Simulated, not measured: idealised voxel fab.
Name of the process module below: voxel self aligned vias
Pictured: cross-section cut, 270 nm wide, on a grid of 5 nm square cells.
If you're reading a cross-section in this doc, picture square cells in a grid; it comes to you as bands, top ones listed first down to the bottom, and a band can be one or more rows of cells.
Top, bottom (nm), then materials left to right with widths (nm); lone material tagged "throughout" fills the whole band edge to edge; "blank" = empty space.
Basically, 0 is our baseline, since under it the wafer straight out of the box is all one material. The bottom band has no lower end and keeps on going down, so it looks like "0..down".
It should be noted that a width expressed as "30..40" varies in equal increments from row to row of cells within the band, taking the value of the first number at the top row and that of the second number at the bottom row.
What does "nothing changed" mean for a step? It means no cell of the cross-section changed in that step.
The label "Cavities, closed" introduces a list of the empty spaces, 8 cells or larger, that have no open way up to the top; each entry in it reads width x height at distance, where the distance is taken from the left edge and all three are stated in nm.
It should be noted that, on the line of a given step, the content following the step's settings is a remark produced by the simulator itself with respect to that step.
What "overlay nm" on a step's line means: if the step has a mask, that mask lay this far to the right of its planned place, or, when the value is negative, to the left.

Planned process steps:
1 RECEIVE, material Si
2 CONFORMAL_DEP, material SiO2, thk nm 15
3 CONFORMAL_DEP, material SiCN, thk nm 5
4 DIRECTIONAL_DEP, material SiO2, thk nm 20
5 DIRECTIONAL_DEP, material aC, thk nm 10
6 PATTERN, tone open, mask id LINES, material resist, width nm 30, pitch nm 70, thk nm 25, overlay nm 0
7 DIRECTIONAL_ETCH, etch materials aC, depth nm 10
8 STRIP, etch materials resist
9 DIRECTIONAL_ETCH, etch materials SiO2, depth nm 20
10 STRIP, etch materials aC
11 CONFORMAL_DEP, material TiN, thk nm 5
12 FILL_DEP, material Ru, thk nm 5
13 CMP, height nm 40
14 SELECTIVE_ETCH, etch materials W Ru TiN, depth nm 10
15 FILL_DEP, material SiN, thk nm 10
16 CMP, height nm 40
17 DIRECTIONAL_DEP, material SiO2, thk nm 20
18 PATTERN, tone open, mask id VIAS, material resist, width nm 50, thk nm 15, overlay nm 0
19 DIRECTIONAL_ETCH, etch materials SiO2, depth nm 20
20 DIRECTIONAL_ETCH, etch materials SiN, depth nm 10
21 STRIP, etch materials resist
22 CONFORMAL_DEP, material TiN, thk nm 5
23 FILL_DEP, material W, thk nm 10
24 CMP, height nm 60
25 CONFORMAL_DEP, material SiCN, thk nm 5

as received, after step 1:
	0..down: Si throughout
	Cavities, closed: none

Starting structure and process plan are as shown above, but one mistake was made in running the module; the wafer cross-section at the end of the module follows:
	65..60: SiCN throughout
	60..40: 75 of SiO2; 5 of TiN; 40 of W; 5 of TiN; 145 of SiO2
	40..35: 75 of SiO2; 5 of TiN; 40 of W; 5 of TiN; 30 of SiO2; 30 of SiN; 85 of SiO2
	35..30: 75 of SiO2; 50 of TiN; 30 of SiO2; 30 of SiN; 85 of SiO2
	30..25: 75 of SiO2; 15 of TiN; 20 of Ru; 15 of TiN; 30 of SiO2; 5 of TiN; 20 of Ru; 5 of TiN; 85 of SiO2
	25..20: 75 of SiO2; 50 of TiN; 30 of SiO2; 30 of TiN; 85 of SiO2
	20..15: SiCN throughout
	15..0: SiO2 throughout
	0..down: Si throughout
	Cavities, closed: none
Here's what went sideways: plan step 19 was conducted twice
